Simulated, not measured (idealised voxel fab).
Process module in this document: voxel wiring stack
This is section cut - it's 275 nm across, gridded in 5 nm square cells.
The cross-sections in this document take the form of a grid made of square cells. They are written out as bands, in order from top to bottom. Each band consists of one or more rows of cells. Within each band entry, the heights of the top and of the bottom of the band appear first, in that order and in nm; the materials of the band then follow from left to right, each with its corresponding width in nm. The designation "everywhere" on a single material indicates that it fills the band from edge to edge; the designation "empty" indicates empty space. Heads up on the height convention: 0 is the point under which the incoming wafer is all one material, and the lowest band has no bottom, it just keeps going down, like "0 and below". Width: "30->40" (first number = top row, second number = bottom row, same change from row to row of cells). "identical to before", as given for a step, is the statement that not any cell of the cross-section underwent a change during that step. "Closed voids list" contains a list of empty spaces, each no smaller than 8 cells and without an open way to the top, written in the form width x height at distance with the distance from the left edge and all three in nm. Step line, after settings: the simulator's comment on this step. "overlay nm" answers the question of how far to the right of plan the mask lay on a step that has a mask, and when it is negative the answer is to the left.

The steps planned for the process are as follows
| 1 | RECEIVE, material Si |
| 2 | CONFORMAL_DEP, material SiO2, thk nm 10 |
| 3 | CONFORMAL_DEP, material SiN, thk nm 5 |
| 4 | DIRECTIONAL_DEP, material lowk, thk nm 15 |
| 5 | MASKED_ETCH, tone open, mask id METAL_1, width nm 30, pitch nm 60, etch materials lowk, depth nm 15, overlay nm 0 |
| 6 | MASKED_ETCH, tone open, mask id METAL_1, width nm 30, pitch nm 60, etch materials SiN, depth nm 5, overlay nm 0 |
| 7 | CONFORMAL_DEP, material TiN, thk nm 5 |
| 8 | FILL_DEP, material W, thk nm 10 |
| 9 | CMP, height nm 30 |
| 10 | CONFORMAL_DEP, material SiCN, thk nm 5 |
| 11 | DIRECTIONAL_DEP, material lowk, thk nm 10 |
| 12 | DIRECTIONAL_DEP, material aC, thk nm 15 |
| 13 | PATTERN, tone open, mask id PLUG_1, material resist, width nm 15, pitch nm 120, thk nm 35, overlay nm 0 |
| 14 | DIRECTIONAL_ETCH, etch materials aC, depth nm 15 |
| 15 | STRIP, etch materials resist |
| 16 | DIRECTIONAL_ETCH, etch materials lowk, depth nm 10 |
| 17 | DIRECTIONAL_ETCH, etch materials SiCN, depth nm 5 |
| 18 | STRIP, etch materials aC |
| 19 | CONFORMAL_DEP, material TiN, thk nm 5 |
| 20 | FILL_DEP, material Ru, thk nm 5 |
| 21 | CMP, height nm 45 |
| 22 | DIRECTIONAL_DEP, material TiN, thk nm 5 |
| 23 | DIRECTIONAL_DEP, material W, thk nm 15 |
| 24 | MASKED_ETCH, tone cover, mask id METAL_2, width nm 30, pitch nm 60, etch materials W, depth nm 15, overlay nm 0 |
| 25 | MASKED_ETCH, tone cover, mask id METAL_2, width nm 30, pitch nm 60, etch materials TiN, depth nm 5, overlay nm 0 |
| 26 | CONFORMAL_DEP, material SiCN, thk nm 5 |
| 27 | FILL_DEP, material SiO2, thk nm 5 |
| 28 | CMP, height nm 65 |
| 29 | CONFORMAL_DEP, material SiCN, thk nm 5 |
| 30 | DIRECTIONAL_DEP, material SiO2, thk nm 25 |
| 31 | DIRECTIONAL_DEP, material aC, thk nm 15 |
| 32 | PATTERN, tone open, mask id METAL_3_HOLES, material resist, width nm 15, pitch nm 60, thk nm 35, overlay nm 0 |
| 33 | DIRECTIONAL_ETCH, etch materials aC, depth nm 15 |
| 34 | STRIP, etch materials resist |
| 35 | DIRECTIONAL_ETCH, etch materials SiO2, depth nm 25 |
| 36 | STRIP, etch materials aC |
| 37 | DIRECTIONAL_DEP, material aC, thk nm 10 |
| 38 | PATTERN, tone open, mask id METAL_3, material resist, width nm 30, pitch nm 60, thk nm 30, overlay nm 0 |
| 39 | DIRECTIONAL_ETCH, etch materials aC, depth nm 10 |
| 40 | STRIP, etch materials resist |
| 41 | DIRECTIONAL_ETCH, etch materials SiO2, depth nm 15 |
| 42 | DIRECTIONAL_ETCH, etch materials SiCN, depth nm 5 |
| 43 | STRIP, etch materials aC |
| 44 | CONFORMAL_DEP, material TiN, thk nm 5 |
| 45 | FILL_DEP, material Cu, thk nm 5 |
| 46 | CMP, height nm 95 |
| 47 | CONFORMAL_DEP, material SiCN, thk nm 5 |

Delivered wafer in cross-section: state after step 1
> 0 and below  Si everywhere
> Closed voids list: none

Cross-sectional view of the first of the two wafers upon completion of the module, processed in accordance with the plan
> 100 down to 95  SiCN everywhere
> 95 down to 85  SiO2 30  TiN 5  Cu 20  TiN 5  SiO2 30  TiN 5  Cu 20  TiN 5  SiO2 30  TiN 5  Cu 20  TiN 5  SiO2 30  TiN 5  Cu 20  TiN 5  SiO2 35
> 85 down to 80  SiO2 30  TiN 5  Cu 5  TiN 20  SiO2 30  TiN 5  Cu 5  TiN 20  SiO2 30  TiN 5  Cu 5  TiN 20  SiO2 30  TiN 5  Cu 5  TiN 20  SiO2 35
> 80 down to 70  SiO2 30  TiN 5  Cu 5  TiN 5  SiO2 45  TiN 5  Cu 5  TiN 5  SiO2 45  TiN 5  Cu 5  TiN 5  SiO2 45  TiN 5  Cu 5  TiN 5  SiO2 50
> 70 down to 65  SiCN 30  TiN 15  SiCN 45  TiN 15  SiCN 45  TiN 15  SiCN 45  TiN 15  SiCN 50
> 65 down to 50  SiO2 25  SiCN 5  W 30  SiCN 5  SiO2 20  SiCN 5  W 30  SiCN 5  SiO2 20  SiCN 5  W 30  SiCN 5  SiO2 20  SiCN 5  W 30  SiCN 5  SiO2 30
> 50 down to 45  SiCN 30  TiN 30  SiCN 30  TiN 30  SiCN 30  TiN 30  SiCN 30  TiN 30  SiCN 35
> 45 down to 35  lowk 30  TiN 5  Ru 5  TiN 5  lowk 105  TiN 5  Ru 5  TiN 5  lowk 110
> 35 down to 30  SiCN 30  TiN 15  SiCN 105  TiN 15  SiCN 110
> 30 down to 15  lowk 30  TiN 5  W 20  TiN 5  lowk 30  TiN 5  W 20  TiN 5  lowk 30  TiN 5  W 20  TiN 5  lowk 30  TiN 5  W 20  TiN 5  lowk 35
> 15 down to 10  SiN 30  TiN 30  SiN 30  TiN 30  SiN 30  TiN 30  SiN 30  TiN 30  SiN 35
> 10 down to 0  SiO2 everywhere
> 0 and below  Si everywhere
> Closed voids list: none

Wafer two (of two), end-of-module cross-section: start = wafer one, plan = wafer one, one run mistake
> 100 down to 95  SiCN everywhere
> 95 down to 85  SiO2 30  TiN 5  Cu 20  TiN 5  SiO2 30  TiN 5  Cu 20  TiN 5  SiO2 30  TiN 5  Cu 20  TiN 5  SiO2 30  TiN 5  Cu 20  TiN 5  SiO2 35
> 85 down to 80  SiO2 30  TiN 5  Cu 5  TiN 20  SiO2 30  TiN 5  Cu 5  TiN 20  SiO2 30  TiN 5  Cu 5  TiN 20  SiO2 30  TiN 5  Cu 5  TiN 20  SiO2 35
> 80 down to 70  SiO2 30  TiN 5  Cu 5  TiN 5  SiO2 45  TiN 5  Cu 5  TiN 5  SiO2 45  TiN 5  Cu 5  TiN 5  SiO2 45  TiN 5  Cu 5  TiN 5  SiO2 50
> 70 down to 65  SiCN 30  TiN 15  SiCN 45  TiN 15  SiCN 45  TiN 15  SiCN 45  TiN 15  SiCN 50
> 65 down to 55  W 30  SiCN 5  SiO2 20  SiCN 5  W 30  SiCN 5  SiO2 20  SiCN 5  W 30  SiCN 5  SiO2 20  SiCN 5  W 30  SiCN 5  SiO2 20  SiCN 5  W 35
> 55 down to 50  W 30  SiCN 30  W 30  SiCN 30  W 30  SiCN 30  W 30  SiCN 30  W 35
> 50 down to 45  TiN everywhere
> 45 down to 35  lowk 30  TiN 5  Ru 5  TiN 5  lowk 105  TiN 5  Ru 5  TiN 5  lowk 110
> 35 down to 30  SiCN 30  TiN 15  SiCN 105  TiN 15  SiCN 110
> 30 down to 15  lowk 30  TiN 5  W 20  TiN 5  lowk 30  TiN 5  W 20  TiN 5  lowk 30  TiN 5  W 20  TiN 5  lowk 30  TiN 5  W 20  TiN 5  lowk 35
> 15 down to 10  SiN 30  TiN 30  SiN 30  TiN 30  SiN 30  TiN 30  SiN 30  TiN 30  SiN 35
> 10 down to 0  SiO2 everywhere
> 0 and below  Si everywhere
> Closed voids list: none
Here's what went sideways: off-plan run, step 24, actual operation and settings MASKED_ETCH, tone open, mask id METAL_2, width nm 30, pitch nm 60, etch materials W, depth nm 15, overlay nm 0
Bottom line after processing is that, in cells, the second wafer is up or down on some materials versus the first: -15 SiCN; -37 SiO2; +31 TiN; +21 W
